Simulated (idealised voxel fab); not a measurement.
Process module under the name voxel tone inversion
Cross-sectional view cut (width: 215 nm; square cell size: 5 nm).
How to read a cross-section here: the picture is a grid of square cells, written as bands going from the top down, and any band can span one or more rows of cells.
Read a band's entry like this: the first values are the height of its top and the height of its bottom in nm, and what follows is the sequence of materials from left to right, each with its width in nm. Note that "blank" is empty space, and that a single material marked "full width" reaches across the band from edge to edge.
Note: height 0 marks the level under which the wafer is uniformly one material as received. Lowest band unbounded below, written "0 -> down".
Note: "30..40" means the width goes from the first number (top row of the band) to the second number (bottom row) in equal steps per row of cells.
"no modifications" after a step means that no cell of the cross-section changed.
If an empty space has no open way to the top and is at least 8 cells in size, "Sealed voids" lists it, written width x height at distance, where distance is measured from the left edge and every value is in nm.
Step line, after settings: the simulator's comment on this step.
The optional step-line setting "overlay nm" applies to steps with a mask and quantifies how far to the right of its planned location the mask lay, a negative value indicating leftward placement.

The steps planned for the process are as follows
1 op RECEIVE | material Si
2 op CONFORMAL_DEP | material SiN | thk nm 5
3 op DIRECTIONAL_DEP | material aC | thk nm 15
4 op PATTERN | tone cover | mask id POSTS | material resist | width nm 20 | pitch nm 50 | thk nm 20 | overlay nm -5
5 op DIRECTIONAL_ETCH | etch materials aC | depth nm 15
6 op STRIP | etch materials resist
7 op FILL_DEP | material lowk | thk nm 5
8 op CMP | height nm 20
9 op STRIP | etch materials aC
varied across the wafers: overlay nm of step 4. The plan shows the first wafer's value. All wafers start alike

First wafer of several, as received: cross-section after step 1
> 0 -> down: Si full width
> Sealed voids: none

Once step 9, the last step, is complete, the module is at its end; this is the cross-section of the first of several wafers
> 20 -> 5: lowk=15  blank=20  lowk=30  blank=20  lowk=30  blank=20  lowk=30  blank=20  lowk=30
> 5 -> 0: SiN full width
> 0 -> down: Si full width
> Sealed voids: none

X-section, last wafer, module end
> 20 -> 5: lowk=30  blank=20  lowk=30  blank=20  lowk=30  blank=20  lowk=30  blank=20  lowk=15
> 5 -> 0: SiN full width
> 0 -> down: Si full width
> Sealed voids: none

Below, a row for every wafer. Read it as the end-of-module picture: for each material the wafer shows its cells gained (+) or lost (-) since it was received, and then its closed voids
overlay nm -5, +43 SiN, +81 lowk, Sealed voids: none
overlay nm 0, +43 SiN, +81 lowk, Sealed voids: none
overlay nm 5, +43 SiN, +81 lowk, Sealed voids: none
overlay nm 10, +43 SiN, +81 lowk, Sealed voids: none
